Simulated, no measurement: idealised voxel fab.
The following process module bears the name voxel air gaps.
Section shown: cut. Width: 285 nm. Cell size: 5 nm, square.
A cross-section is a grid of square cells, given in bands from the top down. A band is one or more rows of cells.
This entry defines a band. It first specifies the height of the band's top and the height of its bottom in nm, and then specifies the band's materials from left to right, stating each material with its width in nm. The word "everywhere" identifies a single material that fills the band from edge to edge, while the word "blank" identifies empty space.
Height is counted from the level 0, under which the received wafer is composed throughout of one material. The lowest of the bands is not closed at the bottom but continues downward, in the notation "0 and below".
Quick explanation for "30..40": the width changes in equal steps down the rows of cells, from the first number in the band's top row to the second number in its bottom row.
It should be understood that the words "remained the same", when stated for a given step, signify that the cross-section underwent no change in any of its cells during that step.
If an empty space has no open way to the top and is at least 8 cells in size, "Sealed void listing" lists it, written width x height at distance, where distance is measured from the left edge and every value is in nm.
Past the settings on a step's line: simulator remark, on that step.
On any step carrying a mask, the "overlay nm" setting, if present on the step's line, tells how far right of its planned place the mask lay; negative values point to the left.
Below you will find pairs of cross-sections. In each, one shows the wafer before one process step and the other after it, with the after view ending at the lowest band that changed. Under each pair is the step separating them, along with its settings. Do not assume the pairs form a chain: they can come from different runs of this module on the same starting wafer, and a pair continues from the pair above it only when its "Pre-process cross-section" entry says so.

Pre-process cross-section:
> 0 and below | Si everywhere
> Sealed void listing: none

Sectional Result:
> 10 down to 0 | SiO2 everywhere
> Anything lower than 0 is untouched.
> Sealed void listing: none
Relating the two cross-sections above, the step in between is CONFORMAL_DEP,material SiO2,thk nm 10

Pre-process cross-section: the after view from the pair directly above serves as the before view here.

Sectional Result:
> 15 down to 10 | SiN everywhere
> Anything lower than 10 is untouched.
> Sealed void listing: none
Relating the two cross-sections above, the step in between is CONFORMAL_DEP,material SiN,thk nm 5

Pre-process cross-section: the after view from the pair directly above serves as the before view here.

Sectional Result:
> 55 down to 15 | lowk everywhere
> Anything lower than 15 is untouched.
> Sealed void listing: none
Relating the two cross-sections above, the step in between is DIRECTIONAL_DEP,material lowk,thk nm 40

Pre-process cross-section: the after view from the pair directly above serves as the before view here.

Sectional Result:
> 70 down to 55 | resist (90); blank (15); resist (30); blank (15); resist (30); blank (15); resist (90)
> Anything lower than 55 is untouched.
> Sealed void listing: none
Relating the two cross-sections above, the step in between is PATTERN,tone open,mask id LINES,material resist,width nm 15,pitch nm 45,thk nm 15,overlay nm 0

Pre-process cross-section: the after view from the pair directly above serves as the before view here.

Sectional Result:
> 70 down to 55 | resist (90); blank (15); resist (30); blank (15); resist (30); blank (15); resist (90)
> 55 down to 15 | lowk (90); blank (15); lowk (30); blank (15); lowk (30); blank (15); lowk (90)
> Anything lower than 15 is untouched.
> Sealed void listing: none
Relating the two cross-sections above, the step in between is DIRECTIONAL_ETCH,etch materials lowk,depth nm 40

Pre-process cross-section: the after view from the pair directly above serves as the before view here.

Sectional Result:
> 55 down to 15 | lowk (90); blank (15); lowk (30); blank (15); lowk (30); blank (15); lowk (90)
> Anything lower than 15 is untouched.
> Sealed void listing: none
Relating the two cross-sections above, the step in between is STRIP,etch materials resist

Pre-process cross-section: the after view from the pair directly above serves as the before view here.

Sectional Result:
> 60 down to 55 | TiN (95); blank (5); TiN (40); blank (5); TiN (40); blank (5); TiN (95)
> 55 down to 20 | lowk (90); TiN (5); blank (5); TiN (5); lowk (30); TiN (5); blank (5); TiN (5); lowk (30); TiN (5); blank (5); TiN (5); lowk (90)
> 20 down to 15 | lowk (90); TiN (15); lowk (30); TiN (15); lowk (30); TiN (15); lowk (90)
> Anything lower than 15 is untouched.
> Sealed void listing: none
Relating the two cross-sections above, the step in between is CONFORMAL_DEP,material TiN,thk nm 5

Pre-process cross-section: the after view from the pair directly above serves as the before view here.

Sectional Result:
> 65 down to 60 | W everywhere
> 60 down to 55 | TiN (95); W (5); TiN (40); W (5); TiN (40); W (5); TiN (95)
> 55 down to 20 | lowk (90); TiN (5); W (5); TiN (5); lowk (30); TiN (5); W (5); TiN (5); lowk (30); TiN (5); W (5); TiN (5); lowk (90)
> Anything lower than 20 is untouched.
> Sealed void listing: none
Relating the two cross-sections above, the step in between is FILL_DEP,material W,thk nm 5

Pre-process cross-section: the after view from the pair directly above serves as the before view here.

Sectional Result:
> 55 down to 20 | lowk (90); TiN (5); W (5); TiN (5); lowk (30); TiN (5); W (5); TiN (5); lowk (30); TiN (5); W (5); TiN (5); lowk (90)
> Anything lower than 20 is untouched.
> Sealed void listing: none
Relating the two cross-sections above, the step in between is CMP,height nm 55

Pre-process cross-section: the after view from the pair directly above serves as the before view here.

Sectional Result:
> 65 down to 55 | blank (80); Ru (35); blank (10); Ru (35); blank (10); Ru (35); blank (80)
> Anything lower than 55 is untouched.
> Sealed void listing: none
Relating the two cross-sections above, the step in between is EPI,material Ru,thk nm 10

Pre-process cross-section: the after view from the pair directly above serves as the before view here.

Sectional Result:
> 65 down to 55 | blank (80); Ru (35); blank (10); Ru (35); blank (10); Ru (35); blank (80)
> 55 down to 20 | blank (90); TiN (5); W (5); TiN (5); blank (30); TiN (5); W (5); TiN (5); blank (30); TiN (5); W (5); TiN (5); blank (90)
> 20 down to 15 | blank (90); TiN (15); blank (30); TiN (15); blank (30); TiN (15); blank (90)
> Anything lower than 15 is untouched.
> Sealed void listing: none
Relating the two cross-sections above, the step in between is SELECTIVE_ETCH,etch materials lowk,depth nm 50

Pre-process cross-section: the after view from the pair directly above serves as the before view here.

Sectional Result:
> 70 down to 65 | blank (75); SiN (135); blank (75)
> 65 down to 55 | blank (75); SiN (5); Ru (35); SiN (10); Ru (35); SiN (10); Ru (35); SiN (5); blank (75)
> 55 down to 50 | blank (75); SiN (15); TiN (5); W (5); TiN (5); SiN (30); TiN (5); W (5); TiN (5); SiN (30); TiN (5); W (5); TiN (5); SiN (15); blank (75)
> 50 down to 20 | blank (85); SiN (5); TiN (5); W (5); TiN (5); SiN (5); blank (20); SiN (5); TiN (5); W (5); TiN (5); SiN (5); blank (20); SiN (5); TiN (5); W (5); TiN (5); SiN (5); blank (85)
> 20 down to 15 | SiN (90); TiN (15); SiN (30); TiN (15); SiN (30); TiN (15); SiN (90)
> Anything lower than 15 is untouched.
> Sealed void listing: 20 x 30 at 110; 20 x 30 at 155
Relating the two cross-sections above, the step in between is CONFORMAL_DEP,material SiN,thk nm 5

Pre-process cross-section:
> 65 down to 55 | blank (80); Ru (35); blank (10); Ru (35); blank (10); Ru (35); blank (80)
> 55 down to 20 | lowk (90); TiN (5); W (5); TiN (5); lowk (30); TiN (5); W (5); TiN (5); lowk (30); TiN (5); W (5); TiN (5); lowk (90)
> 20 down to 15 | lowk (90); TiN (15); lowk (30); TiN (15); lowk (30); TiN (15); lowk (90)
> 15 down to 10 | SiN everywhere
> 10 down to 0 | SiO2 everywhere
> 0 and below | Si everywhere
> Sealed void listing: none

Sectional Result:
> 75 down to 55 | blank (70); Ru (145); blank (70)
> Anything lower than 55 is untouched.
> Sealed void listing: none
Relating the two cross-sections above, the step in between is EPI,material Ru,thk nm 10

Pre-process cross-section: the after view from the pair directly above serves as the before view here.

Sectional Result:
> 75 down to 55 | blank (70); Ru (145); blank (70)
> 55 down to 20 | blank (90); TiN (5); W (5); TiN (5); lowk (30); TiN (5); W (5); TiN (5); lowk (30); TiN (5); W (5); TiN (5); blank (90)
> 20 down to 15 | blank (90); TiN (15); lowk (30); TiN (15); lowk (30); TiN (15); blank (90)
> Anything lower than 15 is untouched.
> Sealed void listing: none
Relating the two cross-sections above, the step in between is SELECTIVE_ETCH,etch materials lowk,depth nm 50

Pre-process cross-section: the after view from the pair directly above serves as the before view here.

Sectional Result:
> 80 down to 75 | blank (65); SiN (155); blank (65)
> 75 down to 55 | blank (65); SiN (5); Ru (145); SiN (5); blank (65)
> 55 down to 50 | blank (65); SiN (25); TiN (5); W (5); TiN (5); lowk (30); TiN (5); W (5); TiN (5); lowk (30); TiN (5); W (5); TiN (5); SiN (25); blank (65)
> 50 down to 20 | blank (85); SiN (5); TiN (5); W (5); TiN (5); lowk (30); TiN (5); W (5); TiN (5); lowk (30); TiN (5); W (5); TiN (5); SiN (5); blank (85)
> 20 down to 15 | SiN (90); TiN (15); lowk (30); TiN (15); lowk (30); TiN (15); SiN (90)
> Anything lower than 15 is untouched.
> Sealed void listing: none
Relating the two cross-sections above, the step in between is CONFORMAL_DEP,material SiN,thk nm 5

Pre-process cross-section:
> 55 down to 20 | lowk (90); TiN (5); W (5); TiN (5); lowk (30); TiN (5); W (5); TiN (5); lowk (30); TiN (5); W (5); TiN (5); lowk (90)
> 20 down to 15 | lowk (90); TiN (15); lowk (30); TiN (15); lowk (30); TiN (15); lowk (90)
> 15 down to 10 | SiN everywhere
> 10 down to 0 | SiO2 everywhere
> 0 and below | Si everywhere
> Sealed void listing: none

Sectional Result:
> 55 down to 20 | blank (90); TiN (5); W (5); TiN (5); blank (30); TiN (5); W (5); TiN (5); blank (30); TiN (5); W (5); TiN (5); blank (90)
> 20 down to 15 | blank (90); TiN (15); blank (30); TiN (15); blank (30); TiN (15); blank (90)
> Anything lower than 15 is untouched.
> Sealed void listing: none
Relating the two cross-sections above, the step in between is SELECTIVE_ETCH,etch materials lowk,depth nm 50

Pre-process cross-section: the after view from the pair directly above serves as the before view here.

Sectional Result:
> 65 down to 55 | blank (80); Ru (35); blank (10); Ru (35); blank (10); Ru (35); blank (80)
> 55 down to 20 | blank (80); Ru (10); TiN (5); W (5); TiN (5); Ru (10); blank (10); Ru (10); TiN (5); W (5); TiN (5); Ru (10); blank (10); Ru (10); TiN (5); W (5); TiN (5); Ru (10); blank (80)
> 20 down to 15 | blank (80); Ru (10); TiN (15); Ru (10); blank (10); Ru (10); TiN (15); Ru (10); blank (10); Ru (10); TiN (15); Ru (10); blank (80)
> Anything lower than 15 is untouched.
> Sealed void listing: none
Relating the two cross-sections above, the step in between is EPI,material Ru,thk nm 10

Pre-process cross-section: the after view from the pair directly above serves as the before view here.

Sectional Result:
> 70 down to 65 | blank (75); SiN (135); blank (75)
> 65 down to 55 | blank (75); SiN (5); Ru (35); SiN (10); Ru (35); SiN (10); Ru (35); SiN (5); blank (75)
> 55 down to 20 | blank (75); SiN (5); Ru (10); TiN (5); W (5); TiN (5); Ru (10); SiN (10); Ru (10); TiN (5); W (5); TiN (5); Ru (10); SiN (10); Ru (10); TiN (5); W (5); TiN (5); Ru (10); SiN (5); blank (75)
> 20 down to 15 | SiN (80); Ru (10); TiN (15); Ru (10); SiN (10); Ru (10); TiN (15); Ru (10); SiN (10); Ru (10); TiN (15); Ru (10); SiN (80)
> Anything lower than 15 is untouched.
> Sealed void listing: none
Relating the two cross-sections above, the step in between is CONFORMAL_DEP,material SiN,thk nm 5

Pre-process cross-section:
> 10 down to 0 | SiO2 everywhere
> 0 and below | Si everywhere
> Sealed void listing: none

Sectional Result:
> 25 down to 10 | SiN everywhere
> Anything lower than 10 is untouched.
> Sealed void listing: none
Relating the two cross-sections above, the step in between is CONFORMAL_DEP,material SiN,thk nm 15

Pre-process cross-section: the after view from the pair directly above serves as the before view here.

Sectional Result:
> 65 down to 25 | lowk everywhere
> Anything lower than 25 is untouched.
> Sealed void listing: none
Relating the two cross-sections above, the step in between is DIRECTIONAL_DEP,material lowk,thk nm 40

Pre-process cross-section: the after view from the pair directly above serves as the before view here.

Sectional Result:
> 80 down to 65 | resist (90); blank (15); resist (30); blank (15); resist (30); blank (15); resist (90)
> Anything lower than 65 is untouched.
> Sealed void listing: none
Relating the two cross-sections above, the step in between is PATTERN,tone open,mask id LINES,material resist,width nm 15,pitch nm 45,thk nm 15,overlay nm 0

Pre-process cross-section: the after view from the pair directly above serves as the before view here.

Sectional Result:
> 80 down to 65 | resist (90); blank (15); resist (30); blank (15); resist (30); blank (15); resist (90)
> 65 down to 25 | lowk (90); blank (15); lowk (30); blank (15); lowk (30); blank (15); lowk (90)
> Anything lower than 25 is untouched.
> Sealed void listing: none
Relating the two cross-sections above, the step in between is DIRECTIONAL_ETCH,etch materials lowk,depth nm 40

Pre-process cross-section: the after view from the pair directly above serves as the before view here.

Sectional Result:
> 65 down to 25 | lowk (90); blank (15); lowk (30); blank (15); lowk (30); blank (15); lowk (90)
> Anything lower than 25 is untouched.
> Sealed void listing: none
Relating the two cross-sections above, the step in between is STRIP,etch materials resist

Pre-process cross-section: the after view from the pair directly above serves as the before view here.

Sectional Result:
> 70 down to 65 | TiN (95); blank (5); TiN (40); blank (5); TiN (40); blank (5); TiN (95)
> 65 down to 30 | lowk (90); TiN (5); blank (5); TiN (5); lowk (30); TiN (5); blank (5); TiN (5); lowk (30); TiN (5); blank (5); TiN (5); lowk (90)
> 30 down to 25 | lowk (90); TiN (15); lowk (30); TiN (15); lowk (30); TiN (15); lowk (90)
> Anything lower than 25 is untouched.
> Sealed void listing: none
Relating the two cross-sections above, the step in between is CONFORMAL_DEP,material TiN,thk nm 5

Pre-process cross-section: the after view from the pair directly above serves as the before view here.

Sectional Result:
> 75 down to 70 | W everywhere
> 70 down to 65 | TiN (95); W (5); TiN (40); W (5); TiN (40); W (5); TiN (95)
> 65 down to 30 | lowk (90); TiN (5); W (5); TiN (5); lowk (30); TiN (5); W (5); TiN (5); lowk (30); TiN (5); W (5); TiN (5); lowk (90)
> Anything lower than 30 is untouched.
> Sealed void listing: none
Relating the two cross-sections above, the step in between is FILL_DEP,material W,thk nm 5

Pre-process cross-section: the after view from the pair directly above serves as the before view here.

Sectional Result:
> 55 down to 30 | lowk (90); TiN (5); W (5); TiN (5); lowk (30); TiN (5); W (5); TiN (5); lowk (30); TiN (5); W (5); TiN (5); lowk (90)
> Anything lower than 30 is untouched.
> Sealed void listing: none
Relating the two cross-sections above, the step in between is CMP,height nm 55

Pre-process cross-section: the after view from the pair directly above serves as the before view here.

Sectional Result:
> 65 down to 55 | blank (80); Ru (35); blank (10); Ru (35); blank (10); Ru (35); blank (80)
> Anything lower than 55 is untouched.
> Sealed void listing: none
Relating the two cross-sections above, the step in between is EPI,material Ru,thk nm 10

Pre-process cross-section: the after view from the pair directly above serves as the before view here.

Sectional Result:
> 65 down to 55 | blank (80); Ru (35); blank (10); Ru (35); blank (10); Ru (35); blank (80)
> 55 down to 30 | blank (90); TiN (5); W (5); TiN (5); blank (30); TiN (5); W (5); TiN (5); blank (30); TiN (5); W (5); TiN (5); blank (90)
> 30 down to 25 | blank (90); TiN (15); blank (30); TiN (15); blank (30); TiN (15); blank (90)
> Anything lower than 25 is untouched.
> Sealed void listing: none
Relating the two cross-sections above, the step in between is SELECTIVE_ETCH,etch materials lowk,depth nm 50

Pre-process cross-section: the after view from the pair directly above serves as the before view here.

Sectional Result:
> 70 down to 65 | blank (75); SiN (135); blank (75)
> 65 down to 55 | blank (75); SiN (5); Ru (35); SiN (10); Ru (35); SiN (10); Ru (35); SiN (5); blank (75)
> 55 down to 50 | blank (75); SiN (15); TiN (5); W (5); TiN (5); SiN (30); TiN (5); W (5); TiN (5); SiN (30); TiN (5); W (5); TiN (5); SiN (15); blank (75)
> 50 down to 30 | blank (85); SiN (5); TiN (5); W (5); TiN (5); SiN (5); blank (20); SiN (5); TiN (5); W (5); TiN (5); SiN (5); blank (20); SiN (5); TiN (5); W (5); TiN (5); SiN (5); blank (85)
> 30 down to 25 | SiN (90); TiN (15); SiN (30); TiN (15); SiN (30); TiN (15); SiN (90)
> Anything lower than 25 is untouched.
> Sealed void listing: 20 x 20 at 110; 20 x 20 at 155
Relating the two cross-sections above, the step in between is CONFORMAL_DEP,material SiN,thk nm 5

Pre-process cross-section:
> 55 down to 15 | lowk everywhere
> 15 down to 10 | SiN everywhere
> 10 down to 0 | SiO2 everywhere
> 0 and below | Si everywhere
> Sealed void listing: none

Sectional Result:
> 70 down to 55 | resist (85); blank (25); resist (20); blank (25); resist (20); blank (25); resist (85)
> Anything lower than 55 is untouched.
> Sealed void listing: none
Relating the two cross-sections above, the step in between is PATTERN,tone open,mask id LINES,material resist,width nm 25,pitch nm 45,thk nm 15,overlay nm 0

Pre-process cross-section: the after view from the pair directly above serves as the before view here.

Sectional Result:
> 70 down to 55 | resist (85); blank (25); resist (20); blank (25); resist (20); blank (25); resist (85)
> 55 down to 15 | lowk (85); blank (25); lowk (20); blank (25); lowk (20); blank (25); lowk (85)
> Anything lower than 15 is untouched.
> Sealed void listing: none
Relating the two cross-sections above, the step in between is DIRECTIONAL_ETCH,etch materials lowk,depth nm 40

Pre-process cross-section: the after view from the pair directly above serves as the before view here.

Sectional Result:
> 55 down to 15 | lowk (85); blank (25); lowk (20); blank (25); lowk (20); blank (25); lowk (85)
> Anything lower than 15 is untouched.
> Sealed void listing: none
Relating the two cross-sections above, the step in between is STRIP,etch materials resist

Pre-process cross-section: the after view from the pair directly above serves as the before view here.

Sectional Result:
> 60 down to 55 | TiN (90); blank (15); TiN (30); blank (15); TiN (30); blank (15); TiN (90)
> 55 down to 20 | lowk (85); TiN (5); blank (15); TiN (5); lowk (20); TiN (5); blank (15); TiN (5); lowk (20); TiN (5); blank (15); TiN (5); lowk (85)
> 20 down to 15 | lowk (85); TiN (25); lowk (20); TiN (25); lowk (20); TiN (25); lowk (85)
> Anything lower than 15 is untouched.
> Sealed void listing: none
Relating the two cross-sections above, the step in between is CONFORMAL_DEP,material TiN,thk nm 5

Pre-process cross-section: the after view from the pair directly above serves as the before view here.

Sectional Result:
> 65 down to 60 | W everywhere
> 60 down to 55 | TiN (90); W (15); TiN (30); W (15); TiN (30); W (15); TiN (90)
> 55 down to 20 | lowk (85); TiN (5); W (15); TiN (5); lowk (20); TiN (5); W (15); TiN (5); lowk (20); TiN (5); W (15); TiN (5); lowk (85)
> Anything lower than 20 is untouched.
> Sealed void listing: none
Relating the two cross-sections above, the step in between is FILL_DEP,material W,thk nm 5

Pre-process cross-section: the after view from the pair directly above serves as the before view here.

Sectional Result:
> 55 down to 20 | lowk (85); TiN (5); W (15); TiN (5); lowk (20); TiN (5); W (15); TiN (5); lowk (20); TiN (5); W (15); TiN (5); lowk (85)
> Anything lower than 20 is untouched.
> Sealed void listing: none
Relating the two cross-sections above, the step in between is CMP,height nm 55

Pre-process cross-section: the after view from the pair directly above serves as the before view here.

Sectional Result:
> 65 down to 55 | blank (75); Ru (135); blank (75)
> Anything lower than 55 is untouched.
> Sealed void listing: none
Relating the two cross-sections above, the step in between is EPI,material Ru,thk nm 10

Pre-process cross-section: the after view from the pair directly above serves as the before view here.

Sectional Result:
> 65 down to 55 | blank (75); Ru (135); blank (75)
> 55 down to 20 | blank (85); TiN (5); W (15); TiN (5); lowk (20); TiN (5); W (15); TiN (5); lowk (20); TiN (5); W (15); TiN (5); blank (85)
> 20 down to 15 | blank (85); TiN (25); lowk (20); TiN (25); lowk (20); TiN (25); blank (85)
> Anything lower than 15 is untouched.
> Sealed void listing: none
Relating the two cross-sections above, the step in between is SELECTIVE_ETCH,etch materials lowk,depth nm 50

Pre-process cross-section: the after view from the pair directly above serves as the before view here.

Sectional Result:
> 70 down to 65 | blank (70); SiN (145); blank (70)
> 65 down to 55 | blank (70); SiN (5); Ru (135); SiN (5); blank (70)
> 55 down to 50 | blank (70); SiN (15); TiN (5); W (15); TiN (5); lowk (20); TiN (5); W (15); TiN (5); lowk (20); TiN (5); W (15); TiN (5); SiN (15); blank (70)
> 50 down to 20 | blank (80); SiN (5); TiN (5); W (15); TiN (5); lowk (20); TiN (5); W (15); TiN (5); lowk (20); TiN (5); W (15); TiN (5); SiN (5); blank (80)
> 20 down to 15 | SiN (85); TiN (25); lowk (20); TiN (25); lowk (20); TiN (25); SiN (85)
> Anything lower than 15 is untouched.
> Sealed void listing: none
Relating the two cross-sections above, the step in between is CONFORMAL_DEP,material SiN,thk nm 5

Pre-process cross-section:
> 55 down to 15 | lowk everywhere
> 15 down to 10 | SiN everywhere
> 10 down to 0 | SiO2 everywhere
> 0 and below | Si everywhere
> Sealed void listing: none

Sectional Result:
> 70 down to 55 | resist (85); blank (15); resist (30); blank (15); resist (30); blank (15); resist (95)
> Anything lower than 55 is untouched.
> Sealed void listing: none
Relating the two cross-sections above, the step in between is PATTERN,tone open,mask id LINES,material resist,width nm 15,pitch nm 45,thk nm 15,overlay nm -5

Pre-process cross-section: the after view from the pair directly above serves as the before view here.

Sectional Result:
> 70 down to 55 | resist (85); blank (15); resist (30); blank (15); resist (30); blank (15); resist (95)
> 55 down to 15 | lowk (85); blank (15); lowk (30); blank (15); lowk (30); blank (15); lowk (95)
> Anything lower than 15 is untouched.
> Sealed void listing: none
Relating the two cross-sections above, the step in between is DIRECTIONAL_ETCH,etch materials lowk,depth nm 40

Pre-process cross-section: the after view from the pair directly above serves as the before view here.

Sectional Result:
> 55 down to 15 | lowk (85); blank (15); lowk (30); blank (15); lowk (30); blank (15); lowk (95)
> Anything lower than 15 is untouched.
> Sealed void listing: none
Relating the two cross-sections above, the step in between is STRIP,etch materials resist

Pre-process cross-section: the after view from the pair directly above serves as the before view here.

Sectional Result:
> 60 down to 55 | TiN (90); blank (5); TiN (40); blank (5); TiN (40); blank (5); TiN (100)
> 55 down to 20 | lowk (85); TiN (5); blank (5); TiN (5); lowk (30); TiN (5); blank (5); TiN (5); lowk (30); TiN (5); blank (5); TiN (5); lowk (95)
> 20 down to 15 | lowk (85); TiN (15); lowk (30); TiN (15); lowk (30); TiN (15); lowk (95)
> Anything lower than 15 is untouched.
> Sealed void listing: none
Relating the two cross-sections above, the step in between is CONFORMAL_DEP,material TiN,thk nm 5

Pre-process cross-section: the after view from the pair directly above serves as the before view here.

Sectional Result:
> 65 down to 60 | W everywhere
> 60 down to 55 | TiN (90); W (5); TiN (40); W (5); TiN (40); W (5); TiN (100)
> 55 down to 20 | lowk (85); TiN (5); W (5); TiN (5); lowk (30); TiN (5); W (5); TiN (5); lowk (30); TiN (5); W (5); TiN (5); lowk (95)
> Anything lower than 20 is untouched.
> Sealed void listing: none
Relating the two cross-sections above, the step in between is FILL_DEP,material W,thk nm 5

Pre-process cross-section: the after view from the pair directly above serves as the before view here.

Sectional Result:
> 55 down to 20 | lowk (85); TiN (5); W (5); TiN (5); lowk (30); TiN (5); W (5); TiN (5); lowk (30); TiN (5); W (5); TiN (5); lowk (95)
> Anything lower than 20 is untouched.
> Sealed void listing: none
Relating the two cross-sections above, the step in between is CMP,height nm 55

Pre-process cross-section: the after view from the pair directly above serves as the before view here.

Sectional Result:
> 65 down to 55 | blank (75); Ru (35); blank (10); Ru (35); blank (10); Ru (35); blank (85)
> Anything lower than 55 is untouched.
> Sealed void listing: none
Relating the two cross-sections above, the step in between is EPI,material Ru,thk nm 10

Pre-process cross-section: the after view from the pair directly above serves as the before view here.

Sectional Result:
> 65 down to 55 | blank (75); Ru (35); blank (10); Ru (35); blank (10); Ru (35); blank (85)
> 55 down to 20 | blank (85); TiN (5); W (5); TiN (5); blank (30); TiN (5); W (5); TiN (5); blank (30); TiN (5); W (5); TiN (5); blank (95)
> 20 down to 15 | blank (85); TiN (15); blank (30); TiN (15); blank (30); TiN (15); blank (95)
> Anything lower than 15 is untouched.
> Sealed void listing: none
Relating the two cross-sections above, the step in between is SELECTIVE_ETCH,etch materials lowk,depth nm 50

Pre-process cross-section: the after view from the pair directly above serves as the before view here.

Sectional Result:
> 70 down to 65 | blank (70); SiN (135); blank (80)
> 65 down to 55 | blank (70); SiN (5); Ru (35); SiN (10); Ru (35); SiN (10); Ru (35); SiN (5); blank (80)
> 55 down to 50 | blank (70); SiN (15); TiN (5); W (5); TiN (5); SiN (30); TiN (5); W (5); TiN (5); SiN (30); TiN (5); W (5); TiN (5); SiN (15); blank (80)
> 50 down to 20 | blank (80); SiN (5); TiN (5); W (5); TiN (5); SiN (5); blank (20); SiN (5); TiN (5); W (5); TiN (5); SiN (5); blank (20); SiN (5); TiN (5); W (5); TiN (5); SiN (5); blank (90)
> 20 down to 15 | SiN (85); TiN (15); SiN (30); TiN (15); SiN (30); TiN (15); SiN (95)
> Anything lower than 15 is untouched.
> Sealed void listing: 20 x 30 at 105; 20 x 30 at 150
Relating the two cross-sections above, the step in between is CONFORMAL_DEP,material SiN,thk nm 5

Pre-process cross-section:
> 65 down to 55 | blank (80); Ru (35); blank (10); Ru (35); blank (10); Ru (35); blank (80)
> 55 down to 20 | blank (90); TiN (5); W (5); TiN (5); blank (30); TiN (5); W (5); TiN (5); blank (30); TiN (5); W (5); TiN (5); blank (90)
> 20 down to 15 | blank (90); TiN (15); blank (30); TiN (15); blank (30); TiN (15); blank (90)
> 15 down to 10 | SiN everywhere
> 10 down to 0 | SiO2 everywhere
> 0 and below | Si everywhere
> Sealed void listing: none

Sectional Result:
> 70 down to 65 | blank (75); TiN (135); blank (75)
> 65 down to 55 | blank (75); TiN (5); Ru (35); TiN (10); Ru (35); TiN (10); Ru (35); TiN (5); blank (75)
> 55 down to 50 | blank (75); TiN (20); W (5); TiN (40); W (5); TiN (40); W (5); TiN (20); blank (75)
> 50 down to 20 | blank (85); TiN (10); W (5); TiN (10); blank (20); TiN (10); W (5); TiN (10); blank (20); TiN (10); W (5); TiN (10); blank (85)
> 20 down to 15 | TiN everywhere
> Anything lower than 15 is untouched.
> Sealed void listing: 20 x 30 at 110; 20 x 30 at 155
Relating the two cross-sections above, the step in between is CONFORMAL_DEP,material TiN,thk nm 5

Pre-process cross-section:
> 55 down to 15 | lowk everywhere
> 15 down to 10 | SiN everywhere
> 10 down to 0 | SiO2 everywhere
> 0 and below | Si everywhere
> Sealed void listing: none

Sectional Result:
> 70 down to 55 | blank (90); resist (15); blank (30); resist (15); blank (30); resist (15); blank (90)
> Anything lower than 55 is untouched.
> Sealed void listing: none
Relating the two cross-sections above, the step in between is PATTERN,tone cover,mask id LINES,material resist,width nm 15,pitch nm 45,thk nm 15,overlay nm 0

Pre-process cross-section: the after view from the pair directly above serves as the before view here.

Sectional Result:
> 70 down to 55 | blank (90); resist (15); blank (30); resist (15); blank (30); resist (15); blank (90)
> 55 down to 15 | blank (90); lowk (15); blank (30); lowk (15); blank (30); lowk (15); blank (90)
> Anything lower than 15 is untouched.
> Sealed void listing: none
Relating the two cross-sections above, the step in between is DIRECTIONAL_ETCH,etch materials lowk,depth nm 40

Pre-process cross-section: the after view from the pair directly above serves as the before view here.

Sectional Result:
> 55 down to 15 | blank (90); lowk (15); blank (30); lowk (15); blank (30); lowk (15); blank (90)
> Anything lower than 15 is untouched.
> Sealed void listing: none
Relating the two cross-sections above, the step in between is STRIP,etch materials resist

Pre-process cross-section: the after view from the pair directly above serves as the before view here.

Sectional Result:
> 60 down to 55 | blank (85); TiN (25); blank (20); TiN (25); blank (20); TiN (25); blank (85)
> 55 down to 20 | blank (85); TiN (5); lowk (15); TiN (5); blank (20); TiN (5); lowk (15); TiN (5); blank (20); TiN (5); lowk (15); TiN (5); blank (85)
> 20 down to 15 | TiN (90); lowk (15); TiN (30); lowk (15); TiN (30); lowk (15); TiN (90)
> Anything lower than 15 is untouched.
> Sealed void listing: none
Relating the two cross-sections above, the step in between is CONFORMAL_DEP,material TiN,thk nm 5

Pre-process cross-section: the after view from the pair directly above serves as the before view here.

Sectional Result:
> 65 down to 60 | W everywhere
> 60 down to 55 | W (85); TiN (25); W (20); TiN (25); W (20); TiN (25); W (85)
> 55 down to 20 | W (85); TiN (5); lowk (15); TiN (5); W (20); TiN (5); lowk (15); TiN (5); W (20); TiN (5); lowk (15); TiN (5); W (85)
> Anything lower than 20 is untouched.
> Sealed void listing: none
Relating the two cross-sections above, the step in between is FILL_DEP,material W,thk nm 5

Pre-process cross-section: the after view from the pair directly above serves as the before view here.

Sectional Result:
> 55 down to 20 | W (85); TiN (5); lowk (15); TiN (5); W (20); TiN (5); lowk (15); TiN (5); W (20); TiN (5); lowk (15); TiN (5); W (85)
> Anything lower than 20 is untouched.
> Sealed void listing: none
Relating the two cross-sections above, the step in between is CMP,height nm 55

Pre-process cross-section: the after view from the pair directly above serves as the before view here.

Sectional Result:
> 65 down to 55 | Ru everywhere
> Anything lower than 55 is untouched.
> Sealed void listing: none
Relating the two cross-sections above, the step in between is EPI,material Ru,thk nm 10

Pre-process cross-section: the after view from the pair directly above serves as the before view here.

Sectional Result:
> 70 down to 65 | SiN everywhere
> Anything lower than 65 is untouched.
> Sealed void listing: none
Relating the two cross-sections above, the step in between is CONFORMAL_DEP,material SiN,thk nm 5
